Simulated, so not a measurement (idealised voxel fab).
process module | voxel wiring stack
cross-section cut | 235 nm wide | cells 5 nm
A cross-section is a grid of square cells, given in bands from the top down. A band is one or more rows of cells.
Each band's line starts with the height of the band's top and of its bottom, in nm. Then come its materials from left to right, each with its width in nm. One material with "throughout" fills the band from edge to edge. "air" is empty space.
Height 0 is the level under which the wafer as received is all one material. The lowest band goes on downwards, as in "0 down".
A width such as "30 to 40" changes by the same amount from each row of cells to the next, from the band's top row to its bottom row.
"no change" after a step means that no cell of the cross-section changed.
closed voids: empty space of 8 cells or more with no open way to the top, each as width x height at its distance from the left edge, in nm
after a step's settings: what the simulator itself notes on the step
overlay nm, on a step with a mask: how far to the right of its planned place the mask lay; to the left if negative
Each pair below shows a cross-section before one step and the cross-section after it, down to the lowest band that changed. The line under each pair gives the step between them, with its settings. The pairs can come from different runs of this module on the same starting wafer, so a pair continues from the pair above only where its "before" says so.
before
  70 to 40: lowk 85 | air 15 | lowk 25 | air 15 | lowk 95
  40 to 35: SiCN throughout
  35 to 15: lowk 75 | TiN 5 | Cu 10 | TiN 5 | lowk 20 | TiN 5 | Cu 10 | TiN 5 | lowk 100
  15 to 10: SiCN 75 | TiN 20 | SiCN 20 | TiN 20 | SiCN 100
  10 to 0: SiO2 throughout
  0 down: Si throughout
  closed voids: none
after
  70 to 50: lowk 85 | air 20 | lowk 20 | air 20 | lowk 90
  below 50: unchanged
  closed voids: none
the step between: op MASKED_ETCH | tone open | mask id METAL_2 | width nm 20 | pitch nm 40 | etch materials lowk | depth nm 20 | overlay nm 0
before: the cross-section after the pair above
after
  70 to 50: lowk 85 | air 20 | lowk 20 | air 20 | lowk 90
  50 to 40: lowk 85 | air 15 | lowk 25 | air 15 | lowk 95
  40 to 35: SiCN 85 | air 15 | SiCN 25 | air 15 | SiCN 95
  below 35: unchanged
  closed voids: none
the step between: op MASKED_ETCH | tone open | mask id METAL_2 | width nm 20 | pitch nm 40 | etch materials SiCN | depth nm 5 | overlay nm 0
before: the cross-section after the pair above
after
  75 to 70: TiN 90 | air 10 | TiN 30 | air 10 | TiN 95
  70 to 55: lowk 85 | TiN 5 | air 10 | TiN 5 | lowk 20 | TiN 5 | air 10 | TiN 5 | lowk 90
  55 to 50: lowk 85 | TiN 5 | air 5 | TiN 10 | lowk 20 | TiN 5 | air 5 | TiN 10 | lowk 90
  50 to 40: lowk 85 | TiN 5 | air 5 | TiN 5 | lowk 25 | TiN 5 | air 5 | TiN 5 | lowk 95
  40 to 35: SiCN 85 | TiN 15 | SiCN 25 | TiN 15 | SiCN 95
  below 35: unchanged
  closed voids: none
the step between: op CONFORMAL_DEP | material TiN | thk nm 5
before: the cross-section after the pair above
after
  85 to 75: Ru throughout
  75 to 70: TiN 90 | Ru 10 | TiN 30 | Ru 10 | TiN 95
  70 to 55: lowk 85 | TiN 5 | Ru 10 | TiN 5 | lowk 20 | TiN 5 | Ru 10 | TiN 5 | lowk 90
  55 to 50: lowk 85 | TiN 5 | Ru 5 | TiN 10 | lowk 20 | TiN 5 | Ru 5 | TiN 10 | lowk 90
  50 to 40: lowk 85 | TiN 5 | Ru 5 | TiN 5 | lowk 25 | TiN 5 | Ru 5 | TiN 5 | lowk 95
  below 40: unchanged
  closed voids: none
the step between: op FILL_DEP | material Ru | thk nm 10
before: the cross-section after the pair above
after
  70 to 55: lowk 85 | TiN 5 | Ru 10 | TiN 5 | lowk 20 | TiN 5 | Ru 10 | TiN 5 | lowk 90
  below 55: unchanged
  closed voids: none
the step between: op CMP | height nm 70
before: the cross-section after the pair above
after
  75 to 70: SiCN throughout
  below 70: unchanged
  closed voids: none
the step between: op CONFORMAL_DEP | material SiCN | thk nm 5
before
  10 to 0: SiO2 throughout
  0 down: Si throughout
  closed voids: none
after
  15 to 10: Cu throughout
  below 10: unchanged
  closed voids: none
the step between: op CONFORMAL_DEP | material Cu | thk nm 5
before: the cross-section after the pair above
after
  35 to 15: lowk throughout
  below 15: unchanged
  closed voids: none
the step between: op DIRECTIONAL_DEP | material lowk | thk nm 20
before: the cross-section after the pair above
after
  45 to 35: aC throughout
  below 35: unchanged
  closed voids: none
the step between: op DIRECTIONAL_DEP | material aC | thk nm 10
before: the cross-section after the pair above
after
  75 to 45: resist 85 | air 20 | resist 20 | air 20 | resist 90
  below 45: unchanged
  closed voids: none
the step between: op PATTERN | tone open | mask id METAL_1 | material resist | width nm 20 | pitch nm 40 | thk nm 30 | overlay nm 0
before: the cross-section after the pair above
after
  65 to 45: resist 85 | air 20 | resist 20 | air 20 | resist 90
  45 to 35: aC 85 | air 20 | aC 20 | air 20 | aC 90
  below 35: unchanged
  closed voids: none
the step between: op DIRECTIONAL_ETCH | etch materials aC | depth nm 10
before: the cross-section after the pair above
after
  45 to 35: aC 85 | air 20 | aC 20 | air 20 | aC 90
  below 35: unchanged
  closed voids: none
the step between: op STRIP | etch materials resist
before: the cross-section after the pair above
after
  45 to 35: aC 85 | air 20 | aC 20 | air 20 | aC 90
  35 to 15: lowk 85 | air 20 | lowk 20 | air 20 | lowk 90
  below 15: unchanged
  closed voids: none
the step between: op DIRECTIONAL_ETCH | etch materials lowk | depth nm 20
before: the cross-section after the pair above
after
  35 to 15: lowk 85 | air 20 | lowk 20 | air 20 | lowk 90
  below 15: unchanged
  closed voids: none
the step between: op STRIP | etch materials aC
before: the cross-section after the pair above
after
  40 to 35: TiN 90 | air 10 | TiN 30 | air 10 | TiN 95
  35 to 20: lowk 85 | TiN 5 | air 10 | TiN 5 | lowk 20 | TiN 5 | air 10 | TiN 5 | lowk 90
  20 to 15: lowk 85 | TiN 20 | lowk 20 | TiN 20 | lowk 90
  below 15: unchanged
  closed voids: none
the step between: op CONFORMAL_DEP | material TiN | thk nm 5
before: the cross-section after the pair above
after
  45 to 40: Cu throughout
  40 to 35: TiN 90 | Cu 10 | TiN 30 | Cu 10 | TiN 95
  35 to 20: lowk 85 | TiN 5 | Cu 10 | TiN 5 | lowk 20 | TiN 5 | Cu 10 | TiN 5 | lowk 90
  below 20: unchanged
  closed voids: none
the step between: op FILL_DEP | material Cu | thk nm 5
before: the cross-section after the pair above
after
  35 to 20: lowk 85 | TiN 5 | Cu 10 | TiN 5 | lowk 20 | TiN 5 | Cu 10 | TiN 5 | lowk 90
  below 20: unchanged
  closed voids: none
the step between: op CMP | height nm 35
before: the cross-section after the pair above
after
  40 to 35: SiCN throughout
  below 35: unchanged
  closed voids: none
the step between: op CONFORMAL_DEP | material SiCN | thk nm 5
before: the cross-section after the pair above
after
  70 to 40: lowk throughout
  below 40: unchanged
  closed voids: none
the step between: op DIRECTIONAL_DEP | material lowk | thk nm 30
before: the cross-section after the pair above
after
  70 to 40: lowk 85 | air 15 | lowk 25 | air 15 | lowk 95
  below 40: unchanged
  closed voids: none
the step between: op MASKED_ETCH | tone open | mask id METAL_2_HOLES | width nm 15 | pitch nm 40 | etch materials lowk | depth nm 30 | overlay nm 0
before: the cross-section after the pair above
after
  70 to 50: lowk 85 | air 20 | lowk 20 | air 20 | lowk 90
  below 50: unchanged
  closed voids: none
the step between: op MASKED_ETCH | tone open | mask id METAL_2 | width nm 20 | pitch nm 40 | etch materials lowk | depth nm 20 | overlay nm 0
before: the cross-section after the pair above
after
  70 to 50: lowk 85 | air 20 | lowk 20 | air 20 | lowk 90
  50 to 40: lowk 85 | air 15 | lowk 25 | air 15 | lowk 95
  40 to 35: SiCN 85 | air 15 | SiCN 25 | air 15 | SiCN 95
  below 35: unchanged
  closed voids: none
the step between: op MASKED_ETCH | tone open | mask id METAL_2 | width nm 20 | pitch nm 40 | etch materials SiCN | depth nm 5 | overlay nm 0
before: the cross-section after the pair above
after
  75 to 70: TiN 90 | air 10 | TiN 30 | air 10 | TiN 95
  70 to 55: lowk 85 | TiN 5 | air 10 | TiN 5 | lowk 20 | TiN 5 | air 10 | TiN 5 | lowk 90
  55 to 50: lowk 85 | TiN 5 | air 5 | TiN 10 | lowk 20 | TiN 5 | air 5 | TiN 10 | lowk 90
  50 to 40: lowk 85 | TiN 5 | air 5 | TiN 5 | lowk 25 | TiN 5 | air 5 | TiN 5 | lowk 95
  40 to 35: SiCN 85 | TiN 15 | SiCN 25 | TiN 15 | SiCN 95
  below 35: unchanged
  closed voids: none
the step between: op CONFORMAL_DEP | material TiN | thk nm 5
before: the cross-section after the pair above
after
  85 to 75: Ru throughout
  75 to 70: TiN 90 | Ru 10 | TiN 30 | Ru 10 | TiN 95
  70 to 55: lowk 85 | TiN 5 | Ru 10 | TiN 5 | lowk 20 | TiN 5 | Ru 10 | TiN 5 | lowk 90
  55 to 50: lowk 85 | TiN 5 | Ru 5 | TiN 10 | lowk 20 | TiN 5 | Ru 5 | TiN 10 | lowk 90
  50 to 40: lowk 85 | TiN 5 | Ru 5 | TiN 5 | lowk 25 | TiN 5 | Ru 5 | TiN 5 | lowk 95
  below 40: unchanged
  closed voids: none
the step between: op FILL_DEP | material Ru | thk nm 10
before: the cross-section after the pair above
after
  70 to 55: lowk 85 | TiN 5 | Ru 10 | TiN 5 | lowk 20 | TiN 5 | Ru 10 | TiN 5 | lowk 90
  below 55: unchanged
  closed voids: none
the step between: op CMP | height nm 70
before: the cross-section after the pair above
after
  75 to 70: SiCN throughout
  below 70: unchanged
  closed voids: none
the step between: op CONFORMAL_DEP | material SiCN | thk nm 5
before
  45 to 35: aC throughout
  35 to 15: lowk throughout
  15 to 10: SiCN throughout
  10 to 0: SiO2 throughout
  0 down: Si throughout
  closed voids: none
after
  75 to 45: air 85 | resist 20 | air 20 | resist 20 | air 90
  below 45: unchanged
  closed voids: none
the step between: op PATTERN | tone cover | mask id METAL_1 | material resist | width nm 20 | pitch nm 40 | thk nm 30 | overlay nm 0
before: the cross-section after the pair above
after
  65 to 45: air 85 | resist 20 | air 20 | resist 20 | air 90
  45 to 35: air 85 | aC 20 | air 20 | aC 20 | air 90
  below 35: unchanged
  closed voids: none
the step between: op DIRECTIONAL_ETCH | etch materials aC | depth nm 10
before: the cross-section after the pair above
after
  45 to 35: air 85 | aC 20 | air 20 | aC 20 | air 90
  below 35: unchanged
  closed voids: none
the step between: op STRIP | etch materials resist
before: the cross-section after the pair above
after
  45 to 35: air 85 | aC 20 | air 20 | aC 20 | air 90
  35 to 15: air 85 | lowk 20 | air 20 | lowk 20 | air 90
  below 15: unchanged
  closed voids: none
the step between: op DIRECTIONAL_ETCH | etch materials lowk | depth nm 20
before: the cross-section after the pair above
after
  45 to 35: air 85 | aC 20 | air 20 | aC 20 | air 90
  35 to 15: air 85 | lowk 20 | air 20 | lowk 20 | air 90
  15 to 10: air 85 | SiCN 20 | air 20 | SiCN 20 | air 90
  below 10: unchanged
  closed voids: none
the step between: op DIRECTIONAL_ETCH | etch materials SiCN | depth nm 5
before: the cross-section after the pair above
after
  35 to 15: air 85 | lowk 20 | air 20 | lowk 20 | air 90
  below 15: unchanged
  closed voids: none
the step between: op STRIP | etch materials aC
before: the cross-section after the pair above
after
  40 to 35: air 80 | TiN 30 | air 10 | TiN 30 | air 85
  35 to 15: air 80 | TiN 5 | lowk 20 | TiN 5 | air 10 | TiN 5 | lowk 20 | TiN 5 | air 85
  15 to 10: TiN 85 | SiCN 20 | TiN 20 | SiCN 20 | TiN 90
  below 10: unchanged
  closed voids: none
the step between: op CONFORMAL_DEP | material TiN | thk nm 5
before: the cross-section after the pair above
after
  45 to 40: Cu throughout
  40 to 35: Cu 80 | TiN 30 | Cu 10 | TiN 30 | Cu 85
  35 to 15: Cu 80 | TiN 5 | lowk 20 | TiN 5 | Cu 10 | TiN 5 | lowk 20 | TiN 5 | Cu 85
  below 15: unchanged
  closed voids: none
the step between: op FILL_DEP | material Cu | thk nm 5
before: the cross-section after the pair above
after
  35 to 15: Cu 80 | TiN 5 | lowk 20 | TiN 5 | Cu 10 | TiN 5 | lowk 20 | TiN 5 | Cu 85
  below 15: unchanged
  closed voids: none
the step between: op CMP | height nm 35
before: the cross-section after the pair above
after
  40 to 35: SiCN throughout
  below 35: unchanged
  closed voids: none
the step between: op CONFORMAL_DEP | material SiCN | thk nm 5
before: the cross-section after the pair above
after
  70 to 40: lowk throughout
  below 40: unchanged
  closed voids: none
the step between: op DIRECTIONAL_DEP | material lowk | thk nm 30
before: the cross-section after the pair above
after
  70 to 40: lowk 85 | air 15 | lowk 25 | air 15 | lowk 95
  below 40: unchanged
  closed voids: none
the step between: op MASKED_ETCH | tone open | mask id METAL_2_HOLES | width nm 15 | pitch nm 40 | etch materials lowk | depth nm 30 | overlay nm 0
before: the cross-section after the pair above
after
  70 to 50: lowk 85 | air 20 | lowk 20 | air 20 | lowk 90
  below 50: unchanged
  closed voids: none
the step between: op MASKED_ETCH | tone open | mask id METAL_2 | width nm 20 | pitch nm 40 | etch materials lowk | depth nm 20 | overlay nm 0
before: the cross-section after the pair above
after
  70 to 50: lowk 85 | air 20 | lowk 20 | air 20 | lowk 90
  50 to 40: lowk 85 | air 15 | lowk 25 | air 15 | lowk 95
  40 to 35: SiCN 85 | air 15 | SiCN 25 | air 15 | SiCN 95
  below 35: unchanged
  closed voids: none
the step between: op MASKED_ETCH | tone open | mask id METAL_2 | width nm 20 | pitch nm 40 | etch materials SiCN | depth nm 5 | overlay nm 0
before: the cross-section after the pair above
after
  75 to 70: TiN 90 | air 10 | TiN 30 | air 10 | TiN 95
  70 to 55: lowk 85 | TiN 5 | air 10 | TiN 5 | lowk 20 | TiN 5 | air 10 | TiN 5 | lowk 90
  55 to 50: lowk 85 | TiN 5 | air 5 | TiN 10 | lowk 20 | TiN 5 | air 5 | TiN 10 | lowk 90
  50 to 40: lowk 85 | TiN 5 | air 5 | TiN 5 | lowk 25 | TiN 5 | air 5 | TiN 5 | lowk 95
  40 to 35: SiCN 85 | TiN 15 | SiCN 25 | TiN 15 | SiCN 95
  below 35: unchanged
  closed voids: none
the step between: op CONFORMAL_DEP | material TiN | thk nm 5
before: the cross-section after the pair above
after
  85 to 75: Ru throughout
  75 to 70: TiN 90 | Ru 10 | TiN 30 | Ru 10 | TiN 95
  70 to 55: lowk 85 | TiN 5 | Ru 10 | TiN 5 | lowk 20 | TiN 5 | Ru 10 | TiN 5 | lowk 90
  55 to 50: lowk 85 | TiN 5 | Ru 5 | TiN 10 | lowk 20 | TiN 5 | Ru 5 | TiN 10 | lowk 90
  50 to 40: lowk 85 | TiN 5 | Ru 5 | TiN 5 | lowk 25 | TiN 5 | Ru 5 | TiN 5 | lowk 95
  below 40: unchanged
  closed voids: none
the step between: op FILL_DEP | material Ru | thk nm 10
before: the cross-section after the pair above
after
  70 to 55: lowk 85 | TiN 5 | Ru 10 | TiN 5 | lowk 20 | TiN 5 | Ru 10 | TiN 5 | lowk 90
  below 55: unchanged
  closed voids: none
the step between: op CMP | height nm 70
before: the cross-section after the pair above
after
  75 to 70: SiCN throughout
  below 70: unchanged
  closed voids: none
the step between: op CONFORMAL_DEP | material SiCN | thk nm 5
